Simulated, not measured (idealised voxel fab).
Process module, titled voxel self aligned vias
The cross-section on display is named cut; it measures 205 nm wide, and its cells are 5 nm squares.
A cross-section is written here as square cells arranged in a grid, and it is given in bands from the top down, each band taking up one or more rows of cells. In this notation a band is specified by the heights of its top and bottom, in that order and in nm, after which its materials appear from left to right, each paired with its width in nm. The word "throughout" attached to a single material means that material fills the band from edge to edge; the word "air" stands for empty space. Height 0 is the level under which the wafer as received is all one material. The lowest band goes on downwards, as in "z 0 and below". The expression "30->40" gives the width at the extremes of the band, the first number at its top row of cells and the second at its bottom row, with the width changing by equal amounts from each row to the next in between. Step note "changes: none" = no cross-section cell changed. Look at "Enclosed internal cavities" for the closed voids: empty spaces with no open path to the top, sized 8 cells or up. Each is width x height at distance, distance from the left edge, all nm. Step line, after settings: the simulator's comment on this step. The optional step-line setting "overlay nm" applies to steps with a mask and quantifies how far to the right of its planned location the mask lay, a negative value indicating leftward placement.
The following list gives the planned process steps
1: RECEIVE,material Si
2: CONFORMAL_DEP,material SiO2,thk nm 10
3: CONFORMAL_DEP,material SiCN,thk nm 5
4: DIRECTIONAL_DEP,material lowk,thk nm 30
5: DIRECTIONAL_DEP,material aC,thk nm 10
6: PATTERN,tone open,mask id LINES,material resist,width nm 25,pitch nm 60,thk nm 25,overlay nm 0
7: DIRECTIONAL_ETCH,etch materials aC,depth nm 10
8: STRIP,etch materials resist
9: DIRECTIONAL_ETCH,etch materials lowk,depth nm 30
10: STRIP,etch materials aC
11: CONFORMAL_DEP,material TiN,thk nm 5
12: FILL_DEP,material W,thk nm 5
13: CMP,height nm 45
14: SELECTIVE_ETCH,etch materials W Ru TiN,depth nm 10
15: FILL_DEP,material SiN,thk nm 10
16: CMP,height nm 45
17: DIRECTIONAL_DEP,material lowk,thk nm 15
18: PATTERN,tone open,mask id VIAS,material resist,width nm 45,pitch nm 60,thk nm 15,overlay nm 0
19: DIRECTIONAL_ETCH,etch materials lowk,depth nm 15
20: DIRECTIONAL_ETCH,etch materials SiN,depth nm 10
21: STRIP,etch materials resist
22: CONFORMAL_DEP,material TiN,thk nm 5
23: FILL_DEP,material Ru,thk nm 10
24: CMP,height nm 60
25: CONFORMAL_DEP,material SiN,thk nm 5
Incoming wafer in cross-section (state: after step 1)
    z 0 and below | Si throughout
    Enclosed internal cavities: none
End-of-module cross-section. Starting structure and process plan as above; one mistake made in running it
    z 65 to 60 | SiN throughout
    z 60 to 50 | 40 of lowk, 5 of TiN, 35 of Ru, 5 of TiN, 15 of lowk, 5 of TiN, 35 of Ru, 5 of TiN, 60 of lowk
    z 50 to 40 | 40->60 of lowk, 25->5 of TiN, 15 of Ru, 5 of TiN, 15->35 of lowk, 25->5 of TiN, 15 of Ru, 5 of TiN, 60 of lowk
    z 40 to 35 | 60 of lowk, 25 of TiN, 35 of lowk, 25 of TiN, 60 of lowk
    z 35 to 20 | 60 of lowk, 5 of TiN, 15 of W, 5 of TiN, 35 of lowk, 5 of TiN, 15 of W, 5 of TiN, 60 of lowk
    z 20 to 15 | 60 of lowk, 25 of TiN, 35 of lowk, 25 of TiN, 60 of lowk
    z 15 to 10 | SiCN throughout
    z 10 to 0 | SiO2 throughout
    z 0 and below | Si throughout
    Enclosed internal cavities: none
Against the plan, the run slipped here: note that step 18 departed from the planned setting and was carried out as PATTERN,tone open,mask id VIAS,material resist,width nm 45,pitch nm 60,thk nm 15,overlay nm -10
